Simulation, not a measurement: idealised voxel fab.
Name of the process module below: voxel double patterning
Xsec cut, 155 nm wide, square cell size 5 nm.
Square cells in a grid make up a cross-section in this document, and the grid is given as bands, listed from the top down, each one or more rows of cells.
Heights first: top, then bottom, in nm. Then materials, left to right, each with a width in nm. "all across" on a single material: fills the band edge to edge. "air": empty space.
The reference from which all heights are counted is 0, the level beneath which the as-received wafer is entirely one material; the lowest band, having no lower bound, proceeds downward and is written after the example "from 0 down".
Quick explanation for "30..40": the width changes in equal steps down the rows of cells, from the first number in the band's top row to the second number in its bottom row.
Given "remained unchanged" for a step, no cell of the cross-section differs between before and after that step.
Fully enclosed voids: empty space of 8 cells or more with no open way to the top, each as width x height at its distance from the left edge, in nm
Where a step's line continues beyond its settings, the continuation is a remark by the simulator itself on that step.
Regarding "overlay nm": on a step with a mask, it is the distance the mask lay to the right of its planned place; a negative value places it to the left.

Below is the list of planned process steps:
step 1: RECEIVE with material Si
step 2: CONFORMAL_DEP with material SiO2, thk nm 10
step 3: DIRECTIONAL_DEP with material TiN, thk nm 15
step 4: DIRECTIONAL_DEP with material SiCN, thk nm 10
step 5: DIRECTIONAL_DEP with material aC, thk nm 15
step 6: PATTERN with tone open, mask id FIRST, material resist, width nm 15, pitch nm 50, thk nm 35, overlay nm 0
step 7: DIRECTIONAL_ETCH with etch materials aC, depth nm 15
step 8: STRIP with etch materials resist
step 9: DIRECTIONAL_ETCH with etch materials SiCN, depth nm 10
step 10: STRIP with etch materials aC
step 11: MASKED_ETCH with tone open, mask id SECOND, width nm 15, pitch nm 50, etch materials SiCN, depth nm 10, overlay nm 0
step 12: DIRECTIONAL_ETCH with etch materials TiN, depth nm 15
step 13: STRIP with etch materials SiCN

Cross-section of the wafer upon arrival, representing the state reached after step 1:
  from 0 down  Si all across
  Fully enclosed voids: none

First of two wafers, end-of-module section, run followed plan:
  from 25 to 10  20 of TiN, then 15 of air, then 10 of TiN, then 15 of air, then 10 of TiN, then 15 of air, then 10 of TiN, then 15 of air, then 10 of TiN, then 15 of air, then 20 of TiN
  from 10 to 0  SiO2 all across
  from 0 down  Si all across
  Fully enclosed voids: none

Wafer two (of two), end-of-module cross-section: start = wafer one, plan = wafer one, one run mistake:
  from 15 to 0  20 of TiN, then 15 of air, then 10 of TiN, then 15 of air, then 10 of TiN, then 15 of air, then 10 of TiN, then 15 of air, then 10 of TiN, then 15 of air, then 20 of TiN
  from 0 down  Si all across
  Fully enclosed voids: none
Misprocessing identified: skipped: plan step 2 (never run)
Final difference in cells, second wafer against first, listed per material as more or fewer: SiO2 -62
